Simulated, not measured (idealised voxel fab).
process module | voxel local oxidation
cross-section cut | 145 nm wide | cells 5 nm
A cross-section is a grid of square cells, given in bands from the top down. A band is one or more rows of cells.
Each band's line starts with the height of the band's top and of its bottom, in nm. Then come its materials from left to right, each with its width in nm. One material with "throughout" fills the band from edge to edge. "air" is empty space.
Height 0 is the level under which the wafer as received is all one material. The lowest band goes on downwards, as in "0 down".
A width such as "30 to 40" changes by the same amount from each row of cells to the next, from the band's top row to its bottom row.
"no change" after a step means that no cell of the cross-section changed.
closed voids: empty space of 8 cells or more with no open way to the top, each as width x height at its distance from the left edge, in nm
after a step's settings: what the simulator itself notes on the step
overlay nm, on a step with a mask: how far to the right of its planned place the mask lay; to the left if negative
plan
1 op RECEIVE | material Si
2 op OXIDIZE | depth nm 5
3 op CONFORMAL_DEP | material SiN | thk nm 10
4 op MASKED_ETCH | tone cover | mask id ACTIVE | width nm 110 | etch materials SiN | depth nm 10 | overlay nm 0
5 op SELECTIVE_ETCH | etch materials SiO2 | depth nm 5
6 op OXIDIZE | depth nm 15
7 op STRIP | etch materials SiN
as received, after step 1
  0 down: Si throughout
  closed voids: none
a wafer at the end: this start, this plan, one mistake
  0 to -5: SiO2 10 | air 120 | SiO2 15
  -5 to -20: SiO2 throughout
  -20 down: Si throughout
  closed voids: none
what went wrong: step 4 ran as: op MASKED_ETCH | tone open | mask id ACTIVE | width nm 110 | etch materials SiN | depth nm 10 | overlay nm 0
